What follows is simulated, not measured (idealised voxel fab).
Process module heading - voxel capacitor over wiring
Xsec cut, 265 nm wide, square cell size 5 nm.
This document writes a cross-section as a grid whose cells are square, and gives it as bands, listed from the top down; one or more rows of cells form a band. Per band: top height and bottom height in nm, followed by the left-to-right materials and their widths in nm; "full width" marks a single material spanning edge to edge, "blank" marks empty space. Heads up on the height convention: 0 is the point under which the incoming wafer is all one material, and the lowest band has no bottom, it just keeps going down, like "top 0, no bottom". Width spec "30 to 40" -> top row of cells at first value, bottom row at second value, equal per-row change in between. When a step is marked "nothing different", none of the cells in the cross-section changed during that step. Look at "Enclosed void inventory" for the closed voids: empty spaces with no open path to the top, sized 8 cells or up. Each is width x height at distance, distance from the left edge, all nm. Where a step's line continues beyond its settings, the continuation is a remark by the simulator itself on that step. overlay nm: how far to the right of its planned place the mask lay on this masked step (negative: to the left).

Steps planned for the process
1. RECEIVE [material Si]
2. CONFORMAL_DEP [material SiO2] [thk nm 10]
3. DIRECTIONAL_DEP [material TiN] [thk nm 5]
4. DIRECTIONAL_DEP [material W] [thk nm 20]
5. PATTERN [tone cover] [mask id METAL_1] [material resist] [width nm 25] [pitch nm 75] [thk nm 20] [overlay nm 0]
6. DIRECTIONAL_ETCH [etch materials W] [depth nm 20]
7. DIRECTIONAL_ETCH [etch materials TiN] [depth nm 5]
8. STRIP [etch materials resist]
9. FILL_DEP [material lowk] [thk nm 10]
10. CMP [height nm 35]
11. CONFORMAL_DEP [material SiCN] [thk nm 5]
12. DIRECTIONAL_DEP [material lowk] [thk nm 20]
13. DIRECTIONAL_DEP [material aC] [thk nm 15]
14. PATTERN [tone open] [mask id PLUG_1] [material resist] [width nm 15] [thk nm 30] [overlay nm 0]
15. DIRECTIONAL_ETCH [etch materials aC] [depth nm 15]
16. STRIP [etch materials resist]
17. DIRECTIONAL_ETCH [etch materials lowk] [depth nm 20]
18. DIRECTIONAL_ETCH [etch materials SiCN] [depth nm 5]
19. STRIP [etch materials aC]
20. EPI [material Ru] [thk nm 10]
21. EPI [material Ru] [thk nm 10]
22. EPI [material Ru] [thk nm 5]
23. DIRECTIONAL_DEP [material TiN] [thk nm 5]
24. DIRECTIONAL_DEP [material SiN] [thk nm 5]
25. DIRECTIONAL_DEP [material TiN] [thk nm 10]
26. DIRECTIONAL_DEP [material aC] [thk nm 15]
27. PATTERN [tone cover] [mask id UPPER_PLATE] [material resist] [width nm 55] [thk nm 30] [overlay nm 0]
28. DIRECTIONAL_ETCH [etch materials aC] [depth nm 15]
29. STRIP [etch materials resist]
30. DIRECTIONAL_ETCH [etch materials TiN] [depth nm 10]
31. DIRECTIONAL_ETCH [etch materials SiN] [depth nm 5]
32. STRIP [etch materials aC]
33. MASKED_ETCH [tone cover] [mask id LOWER_PLATE] [width nm 65] [etch materials TiN] [depth nm 5] [overlay nm 0]
34. FILL_DEP [material SiO2] [thk nm 15]
35. CMP [height nm 90]
36. DIRECTIONAL_DEP [material aC] [thk nm 15]
37. PATTERN [tone open] [mask id PLUG_2] [material resist] [width nm 15] [thk nm 30] [overlay nm 0]
38. DIRECTIONAL_ETCH [etch materials aC] [depth nm 15]
39. STRIP [etch materials resist]
40. DIRECTIONAL_ETCH [etch materials SiO2] [depth nm 10]
41. STRIP [etch materials aC]
42. CONFORMAL_DEP [material TiN] [thk nm 5]
43. FILL_DEP [material W] [thk nm 10]
44. CMP [height nm 90]
45. CONFORMAL_DEP [material SiCN] [thk nm 5]

Cross-sectional view of the wafer in its as-received condition, corresponding to the state after step 1
* top 0, no bottom | Si full width
* Enclosed void inventory: none

Module complete - cross-section of the first of two wafers, run according to plan
* top 95, bottom 90 | SiCN full width
* top 90, bottom 85 | SiO2=100; TiN=5; W=5; TiN=5; SiO2=150
* top 85, bottom 80 | SiO2=100; TiN=15; SiO2=150
* top 80, bottom 70 | SiO2=90; TiN=55; SiO2=120
* top 70, bottom 65 | SiO2=90; SiN=55; SiO2=120
* top 65, bottom 60 | SiO2=85; TiN=65; SiO2=115
* top 60, bottom 40 | lowk=90; Ru=15; lowk=160
* top 40, bottom 35 | SiCN=90; Ru=15; SiCN=160
* top 35, bottom 15 | lowk=80; W=25; lowk=50; W=25; lowk=85
* top 15, bottom 10 | lowk=80; TiN=25; lowk=50; TiN=25; lowk=85
* top 10, bottom 0 | SiO2 full width
* top 0, no bottom | Si full width
* Enclosed void inventory: none

Cross-sectional view of the second of two wafers upon completion of the module. This wafer shared its starting condition and process plan with the first; one error was made during its execution
* top 95, bottom 90 | SiCN full width
* top 90, bottom 85 | SiO2=100; TiN=5; W=5; TiN=5; SiO2=150
* top 85, bottom 80 | SiO2=100; TiN=15; SiO2=150
* top 80, bottom 70 | SiO2=90; TiN=55; SiO2=120
* top 70, bottom 65 | SiO2=90; SiN=55; SiO2=120
* top 65, bottom 60 | SiO2=85; TiN=65; SiO2=115
* top 60, bottom 40 | lowk=85; Ru=25; lowk=155
* top 40, bottom 35 | SiCN=85; Ru=25; SiCN=155
* top 35, bottom 15 | lowk=80; W=25; lowk=50; W=25; lowk=85
* top 15, bottom 10 | lowk=80; TiN=25; lowk=50; TiN=25; lowk=85
* top 10, bottom 0 | SiO2 full width
* top 0, no bottom | Si full width
* Enclosed void inventory: none
The mistake made against the process plan was this: in deviation from the planned setting, step 14 was conducted as PATTERN [tone open] [mask id PLUG_1] [material resist] [width nm 25] [thk nm 30] [overlay nm 0]
End check, counted in cells, second wafer has more or fewer of these materials than the first: 10 more of Ru | 2 fewer of SiCN | 8 fewer of lowk
